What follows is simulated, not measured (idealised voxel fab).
Process module, titled voxel fin reveal
Square cell edge 5 nm, section width 290 nm, ID cut.
Think of the cross-section as a grid of square cells. We describe it in bands, top to bottom, and each band covers one or more rows of those cells. Top, bottom (nm), then materials left to right with widths (nm); lone material tagged "all across" fills the whole band edge to edge; "air" = empty space. Measure heights from 0. That's the level where, below it, the as-received wafer is all one material. The lowest band is bottomless and extends downward; write it as in "0 and below". It should be noted that a width expressed as "30->40" varies in equal increments from row to row of cells within the band, taking the value of the first number at the top row and that of the second number at the bottom row. Given "changes: none" for a step, no cell of the cross-section differs between before and after that step. Any empty space of 8 cells or more lacking an open way to the top shows up in "Sealed void listing" as width x height at distance, distance from the left edge, in nm. On each step's line, the part that comes after the settings is the simulator's own comment on the step. Regarding "overlay nm": on a step with a mask, it is the distance the mask lay to the right of its planned place; a negative value places it to the left.

-- Process steps foreseen in the plan
1. op RECEIVE | material Si
2. op CONFORMAL_DEP | material SiN | thk nm 10
3. op PATTERN | tone cover | mask id FINS | material resist | width nm 15 | pitch nm 40 | thk nm 15 | overlay nm 0
4. op DIRECTIONAL_ETCH | etch materials SiN | depth nm 10
5. op DIRECTIONAL_ETCH | etch materials Si | depth nm 35
6. op STRIP | etch materials resist
7. op OXIDIZE | depth nm 5
8. op FILL_DEP | material SiO2 | thk nm 5
9. op CMP | height nm 10
10. op SELECTIVE_ETCH | etch materials SiO2 | depth nm 25
11. op STRIP | etch materials SiN
12. op CONFORMAL_DEP | material HfO2 | thk nm 5

-- The first of two wafers, run as planned

-- Cross-sectional view of the wafer in its as-received condition, corresponding to the state after step 1
0 and below: Si all across
Sealed void listing: none

-- Sectional view: wafer, after step 2
10 down to 0: SiN all across
At heights below 0, the structure remains unaltered.

-- Sectional view: wafer, after step 3
25 down to 10: 115 nm air, then 15 nm resist, then 25 nm air, then 15 nm resist, then 120 nm air
At heights below 10, the structure remains unaltered.

-- Sectional view: wafer, after step 4
25 down to 10: 115 nm air, then 15 nm resist, then 25 nm air, then 15 nm resist, then 120 nm air
10 down to 0: 115 nm air, then 15 nm SiN, then 25 nm air, then 15 nm SiN, then 120 nm air
At heights below 0, the structure remains unaltered.

-- Sectional view: wafer, after step 5
25 down to 10: 115 nm air, then 15 nm resist, then 25 nm air, then 15 nm resist, then 120 nm air
10 down to 0: 115 nm air, then 15 nm SiN, then 25 nm air, then 15 nm SiN, then 120 nm air
0 down to -35: 115 nm air, then 15 nm Si, then 25 nm air, then 15 nm Si, then 120 nm air
At heights below -35, the structure remains unaltered.

-- Sectional view: wafer, after step 6
10 down to 0: 115 nm air, then 15 nm SiN, then 25 nm air, then 15 nm SiN, then 120 nm air
At heights below 0, the structure remains unaltered.

-- Sectional view: wafer, after step 7
10 down to 0: 115 nm air, then 15 nm SiN, then 25 nm air, then 15 nm SiN, then 120 nm air
0 down to -35: 115 nm air, then 5 nm SiO2, then 5 nm Si, then 5 nm SiO2, then 25 nm air, then 5 nm SiO2, then 5 nm Si, then 5 nm SiO2, then 120 nm air
-35 down to -40: 120 nm SiO2, then 5 nm Si, then 35 nm SiO2, then 5 nm Si, then 125 nm SiO2
At heights below -40, the structure remains unaltered.

-- Sectional view: wafer, after step 8
15 down to 10: SiO2 all across
10 down to 0: 115 nm SiO2, then 15 nm SiN, then 25 nm SiO2, then 15 nm SiN, then 120 nm SiO2
0 down to -40: 120 nm SiO2, then 5 nm Si, then 35 nm SiO2, then 5 nm Si, then 125 nm SiO2
At heights below -40, the structure remains unaltered.

-- Sectional view: wafer, after step 9
10 down to 0: 115 nm SiO2, then 15 nm SiN, then 25 nm SiO2, then 15 nm SiN, then 120 nm SiO2
At heights below 0, the structure remains unaltered.

-- Sectional view: wafer, after step 10
10 down to 0: 115 nm air, then 15 nm SiN, then 25 nm air, then 15 nm SiN, then 120 nm air
0 down to -15: 120 nm air, then 5 nm Si, then 35 nm air, then 5 nm Si, then 125 nm air
At heights below -15, the structure remains unaltered.

-- Sectional view: wafer, after step 11
0 down to -15: 120 nm air, then 5 nm Si, then 35 nm air, then 5 nm Si, then 125 nm air
At heights below -15, the structure remains unaltered.

-- Sectional view: wafer, after step 12
5 down to 0: 115 nm air, then 15 nm HfO2, then 25 nm air, then 15 nm HfO2, then 120 nm air
0 down to -10: 115 nm air, then 5 nm HfO2, then 5 nm Si, then 5 nm HfO2, then 25 nm air, then 5 nm HfO2, then 5 nm Si, then 5 nm HfO2, then 120 nm air
-10 down to -15: 120 nm HfO2, then 5 nm Si, then 35 nm HfO2, then 5 nm Si, then 125 nm HfO2
At heights below -15, the structure remains unaltered.

-- Second wafer: same start and same plan as the first, one execution error; identical to the first through step 4

-- X-section, second wafer, when step 5 was due to finish
25 down to 10: 115 nm air, then 15 nm resist, then 25 nm air, then 15 nm resist, then 120 nm air
10 down to 0: 115 nm air, then 15 nm SiN, then 25 nm air, then 15 nm SiN, then 120 nm air
0 down to -70: 115 nm air, then 15 nm Si, then 25 nm air, then 15 nm Si, then 120 nm air
At heights below -70, the structure remains unaltered.

-- X-section, second wafer, when step 6 was due to finish
10 down to 0: 115 nm air, then 15 nm SiN, then 25 nm air, then 15 nm SiN, then 120 nm air
At heights below 0, the structure remains unaltered.

-- X-section, second wafer, when step 7 was due to finish
10 down to 0: 115 nm air, then 15 nm SiN, then 25 nm air, then 15 nm SiN, then 120 nm air
0 down to -70: 115 nm air, then 5 nm SiO2, then 5 nm Si, then 5 nm SiO2, then 25 nm air, then 5 nm SiO2, then 5 nm Si, then 5 nm SiO2, then 120 nm air
-70 down to -75: 120 nm SiO2, then 5 nm Si, then 35 nm SiO2, then 5 nm Si, then 125 nm SiO2
At heights below -75, the structure remains unaltered.

-- X-section, second wafer, when step 8 was due to finish
15 down to 10: SiO2 all across
10 down to 0: 115 nm SiO2, then 15 nm SiN, then 25 nm SiO2, then 15 nm SiN, then 120 nm SiO2
0 down to -75: 120 nm SiO2, then 5 nm Si, then 35 nm SiO2, then 5 nm Si, then 125 nm SiO2
At heights below -75, the structure remains unaltered.

-- X-section, second wafer, when step 9 was due to finish
10 down to 0: 115 nm SiO2, then 15 nm SiN, then 25 nm SiO2, then 15 nm SiN, then 120 nm SiO2
At heights below 0, the structure remains unaltered.

-- X-section, second wafer, when step 10 was due to finish
10 down to 0: 115 nm air, then 15 nm SiN, then 25 nm air, then 15 nm SiN, then 120 nm air
0 down to -15: 120 nm air, then 5 nm Si, then 35 nm air, then 5 nm Si, then 125 nm air
At heights below -15, the structure remains unaltered.

-- X-section, second wafer, when step 11 was due to finish
0 down to -15: 120 nm air, then 5 nm Si, then 35 nm air, then 5 nm Si, then 125 nm air
At heights below -15, the structure remains unaltered.

-- X-section, second wafer, when step 12 was due to finish
5 down to 0: 115 nm air, then 15 nm HfO2, then 25 nm air, then 15 nm HfO2, then 120 nm air
0 down to -10: 115 nm air, then 5 nm HfO2, then 5 nm Si, then 5 nm HfO2, then 25 nm air, then 5 nm HfO2, then 5 nm Si, then 5 nm HfO2, then 120 nm air
-10 down to -15: 120 nm HfO2, then 5 nm Si, then 35 nm HfO2, then 5 nm Si, then 125 nm HfO2
At heights below -15, the structure remains unaltered.
The plan and the run diverged here: in the plan, step 5 was performed twice
The closing comparison, in cells, has the second wafer with more or fewer of some materials than the first: 392 fewer of Si; 392 more of SiO2
